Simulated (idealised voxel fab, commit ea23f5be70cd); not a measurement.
The document below concerns the process module designated voxel double patterning.
The figure presents cross-section cut, which has a width of 140 nm and is divided into square cells with an edge length of 5 nm.
Reading order for cross-sections: top band down to bottom band. Underlying form: a grid of square cells. Band size: one or more rows of cells. Quick guide to a band line: top height, bottom height (nm) up front; then every material left to right with its width in nm. Only one material and it's marked "all across"? Then it fills the band edge to edge. And "blank" just means empty space. Height 0 is the level under which the wafer as received is all one material. The lowest band goes on downwards, as in "z 0 and below". Read "30->40" as a graded width: first number on top, second number at the bottom, same change between each pair of neighbouring rows. No cell of the cross-section changed in a step that is given as "everything unchanged". What "Sealed cavities" gives you is every empty space of 8 cells or more that is cut off from the top. Each appears as width x height at distance, with the distance taken from the left edge and width, height and distance all in nm. On each step's line, the part that comes after the settings is the simulator's own comment on the step. Among the settings permitted on a step's line is "overlay nm"; applied to a step with a mask, it specifies the extent to which the mask lay to the right of its planned position, whereas a negative figure signifies a position to the left.
List of planned process steps
1,RECEIVE: material Si
2,CONFORMAL_DEP: material SiO2, thk nm 5
3,DIRECTIONAL_DEP: material W, thk nm 15
4,DIRECTIONAL_DEP: material SiN, thk nm 5
5,MASKED_ETCH: tone open, mask id FIRST, width nm 15, pitch nm 50, etch materials SiN, depth nm 5, overlay nm 0
6,MASKED_ETCH: tone open, mask id SECOND, width nm 15, etch materials SiN, depth nm 5, overlay nm 0
7,DIRECTIONAL_ETCH: etch materials W, depth nm 15
8,STRIP: etch materials SiN
As-received wafer cross-section (after step 1)
> z 0 and below  Si all across
> Sealed cavities: none
Final wafer profile in cross-section after the module, from the same start and plan as above, with one mistake made during processing
> z 30 to 15  W 35 nm, then blank 15 nm, then W 10 nm, then blank 15 nm, then W 10 nm, then blank 15 nm, then W 40 nm
> z 15 to 5  W all across
> z 5 to 0  SiO2 all across
> z 0 and below  Si all across
> Sealed cavities: none
Here's what went sideways: step 3 was run on a setting that differed from the plan, and what really ran there is DIRECTIONAL_DEP: material W, thk nm 25
